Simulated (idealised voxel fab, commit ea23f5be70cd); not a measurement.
Documented hereafter: the process module known as voxel transistor to metal.
cross-section cut | 215 nm wide | cells 5 nm
In this document a cross-section is written as a grid of square cells. It is given as a series of bands, listed from the top down, and a band is one or more rows of cells.
A band entry consists of two parts. The first gives the height of the band's top and the height of its bottom, in nm. The rest lists the band's materials from left to right, each with its width in nm. A single material labelled with the word "all across" fills the band from edge to edge, and the word "air" marks empty space.
Height is counted from the level 0, under which the received wafer is composed throughout of one material. The lowest of the bands is not closed at the bottom but continues downward, in the notation "0 nm and below".
The two numbers in a width such as "30 to 40" mark its ends across the band: the first belongs to the top row of cells, the second to the bottom row, and from each row to the next the width moves by the same amount.
Where the words "no change" appear for a step, the cross-section shows no cell changed by that step; every cell remained as before.
In the "Sealed voids" entry, you get each enclosed empty space of 8 cells or more, one with no open way to the top, written width x height at distance, distance from the left edge, in nm.
after a step's settings: what the simulator itself notes on the step
The line of a step may include "overlay nm". On a step with a mask, this value is how far to the right of its planned place the mask lay. A negative value means the mask lay to the left.

**List of planned process steps**
1) RECEIVE | material Si
2) OXIDIZE | depth nm 5
3) CONFORMAL_DEP | material SiN | thk nm 15
4) DIRECTIONAL_DEP | material aC | thk nm 10
5) PATTERN | tone cover | mask id ACTIVE | material resist | width nm 115 | thk nm 25 | overlay nm 0
6) DIRECTIONAL_ETCH | etch materials aC | depth nm 10
7) STRIP | etch materials resist
8) DIRECTIONAL_ETCH | etch materials SiN | depth nm 15
9) DIRECTIONAL_ETCH | etch materials SiO2 | depth nm 5
10) DIRECTIONAL_ETCH | etch materials Si | depth nm 25
11) STRIP | etch materials aC
12) OXIDIZE | depth nm 5
13) FILL_DEP | material SiO2 | thk nm 15
14) CMP | height nm 15
15) SELECTIVE_ETCH | etch materials SiO2 | depth nm 15
16) STRIP | etch materials SiN
17) SELECTIVE_ETCH | etch materials SiO2 | depth nm 5
18) OXIDIZE | depth nm 5
19) DIRECTIONAL_DEP | material polySi | thk nm 20
20) DIRECTIONAL_DEP | material SiCN | thk nm 10
21) PATTERN | tone cover | mask id GATE | material resist | width nm 25 | thk nm 20 | overlay nm 0
22) DIRECTIONAL_ETCH | etch materials SiCN | depth nm 20
23) DIRECTIONAL_ETCH | etch materials polySi | depth nm 30
24) STRIP | etch materials resist
25) CONFORMAL_DEP | material SiN | thk nm 5
26) DIRECTIONAL_ETCH | etch materials SiN | depth nm 5
27) DIRECTIONAL_ETCH | etch materials SiO2 | depth nm 5
28) DIRECTIONAL_ETCH | etch materials Si | depth nm 15
29) EPI | material SiGe | thk nm 15
30) FILL_DEP | material SiO2 | thk nm 10
31) CMP | height nm 15
32) STRIP | etch materials polySi
33) SELECTIVE_ETCH | etch materials SiO2 | depth nm 5
34) CONFORMAL_DEP | material HfO2 | thk nm 5
35) CONFORMAL_DEP | material TiN | thk nm 5
36) FILL_DEP | material W | thk nm 10
37) CMP | height nm 10
38) DIRECTIONAL_DEP | material SiO2 | thk nm 15
39) PATTERN | tone open | mask id CONTACT | material resist | width nm 20 | pitch nm 85 | thk nm 20 | overlay nm 0
40) DIRECTIONAL_ETCH | etch materials SiO2 | depth nm 35
41) STRIP | etch materials resist
42) CONFORMAL_DEP | material TiN | thk nm 5
43) FILL_DEP | material W | thk nm 10
44) CMP | height nm 25
45) DIRECTIONAL_DEP | material TiN | thk nm 5
46) DIRECTIONAL_DEP | material Ru | thk nm 15
47) PATTERN | tone cover | mask id METAL_1 | material resist | width nm 20 | pitch nm 85 | thk nm 20 | overlay nm 0
48) DIRECTIONAL_ETCH | etch materials Ru | depth nm 15
49) DIRECTIONAL_ETCH | etch materials TiN | depth nm 5
50) STRIP | etch materials resist
51) CONFORMAL_DEP | material SiCN | thk nm 5
52) FILL_DEP | material lowk | thk nm 10
53) CMP | height nm 45
54) CONFORMAL_DEP | material SiCN | thk nm 5

**Shown in cross-section is the wafer as received, that is, as it stands after step 1**
- 0 nm and below | Si all across
- Sealed voids: none

**Cross-section taken at module completion on the first of two wafers; processed per the plan**
- 50 nm to 45 nm | SiCN all across
- 45 nm to 30 nm | lowk 50 nm; SiCN 5 nm; Ru 20 nm; SiCN 5 nm; lowk 55 nm; SiCN 5 nm; Ru 20 nm; SiCN 5 nm; lowk 50 nm
- 30 nm to 25 nm | SiCN 55 nm; TiN 20 nm; SiCN 65 nm; TiN 20 nm; SiCN 55 nm
- 25 nm to 10 nm | SiO2 55 nm; TiN 5 nm; W 10 nm; TiN 5 nm; SiO2 65 nm; TiN 5 nm; W 10 nm; TiN 5 nm; SiO2 55 nm
- 10 nm to 5 nm | SiO2 55 nm; TiN 5 nm; W 10 nm; TiN 5 nm; SiO2 15 nm; SiN 5 nm; HfO2 5 nm; TiN 5 nm; W 5 nm; TiN 5 nm; HfO2 5 nm; SiN 5 nm; SiO2 15 nm; TiN 5 nm; W 10 nm; TiN 5 nm; SiO2 55 nm
- 5 nm to 0 nm | SiO2 55 nm; TiN 5 nm; W 10 nm; TiN 5 nm; SiGe 15 nm; SiN 5 nm; HfO2 5 nm; TiN 5 nm; W 5 nm; TiN 5 nm; HfO2 5 nm; SiN 5 nm; SiGe 15 nm; TiN 5 nm; W 10 nm; TiN 5 nm; SiO2 55 nm
- 0 nm to -5 nm | SiO2 55 nm; TiN 5 nm; W 10 nm; TiN 5 nm; SiGe 15 nm; SiN 5 nm; HfO2 5 nm; TiN 15 nm; HfO2 5 nm; SiN 5 nm; SiGe 15 nm; TiN 5 nm; W 10 nm; TiN 5 nm; SiO2 55 nm
- -5 nm to -10 nm | SiO2 55 nm; TiN 20 nm; SiGe 15 nm; HfO2 35 nm; SiGe 15 nm; TiN 20 nm; SiO2 55 nm
- -10 nm to -25 nm | SiO2 55 nm; SiGe 35 nm; Si 35 nm; SiGe 35 nm; SiO2 55 nm
- -25 nm to -35 nm | SiO2 55 nm; Si 105 nm; SiO2 55 nm
- -35 nm and below | Si all across
- Sealed voids: none

**Cross-sectional view of the second of two wafers upon completion of the module. This wafer shared its starting condition and process plan with the first; one error was made during its execution**
- 50 nm to 45 nm | SiCN all across
- 45 nm to 30 nm | lowk 50 nm; SiCN 5 nm; Ru 20 nm; SiCN 5 nm; lowk 55 nm; SiCN 5 nm; Ru 20 nm; SiCN 5 nm; lowk 50 nm
- 30 nm to 25 nm | SiCN 55 nm; TiN 20 nm; SiCN 65 nm; TiN 20 nm; SiCN 55 nm
- 25 nm to 10 nm | SiO2 55 nm; TiN 5 nm; W 10 nm; TiN 5 nm; SiO2 65 nm; TiN 5 nm; W 10 nm; TiN 5 nm; SiO2 55 nm
- 10 nm to 5 nm | SiO2 55 nm; TiN 5 nm; W 10 nm; TiN 5 nm; SiO2 15 nm; SiN 5 nm; HfO2 5 nm; TiN 5 nm; W 5 nm; TiN 5 nm; HfO2 5 nm; SiN 5 nm; SiO2 15 nm; TiN 5 nm; W 10 nm; TiN 5 nm; SiO2 55 nm
- 5 nm to 0 nm | SiO2 55 nm; TiN 5 nm; W 10 nm; TiN 5 nm; SiGe 15 nm; SiN 5 nm; HfO2 5 nm; TiN 5 nm; W 5 nm; TiN 5 nm; HfO2 5 nm; SiN 5 nm; SiGe 15 nm; TiN 5 nm; W 10 nm; TiN 5 nm; SiO2 55 nm
- 0 nm to -5 nm | SiO2 55 nm; TiN 5 nm; W 10 nm; TiN 5 nm; SiGe 15 nm; SiN 5 nm; HfO2 5 nm; TiN 15 nm; HfO2 5 nm; SiN 5 nm; SiGe 15 nm; TiN 5 nm; W 10 nm; TiN 5 nm; SiO2 55 nm
- -5 nm to -10 nm | SiO2 55 nm; TiN 20 nm; SiGe 15 nm; HfO2 35 nm; SiGe 15 nm; TiN 20 nm; SiO2 55 nm
- -10 nm to -25 nm | SiO2 60 nm; SiGe 30 nm; Si 35 nm; SiGe 35 nm; SiO2 55 nm
- -25 nm to -35 nm | SiO2 60 nm; Si 100 nm; SiO2 55 nm
- -35 nm and below | Si all across
- Sealed voids: none
The plan and the run diverged here: off-plan run, step 5, actual operation and settings PATTERN | tone cover | mask id ACTIVE | material resist | width nm 110 | thk nm 25 | overlay nm 0
End of process, cell counts, second wafer against first, materials with more or fewer: -2 Si; -3 SiGe; +5 SiO2
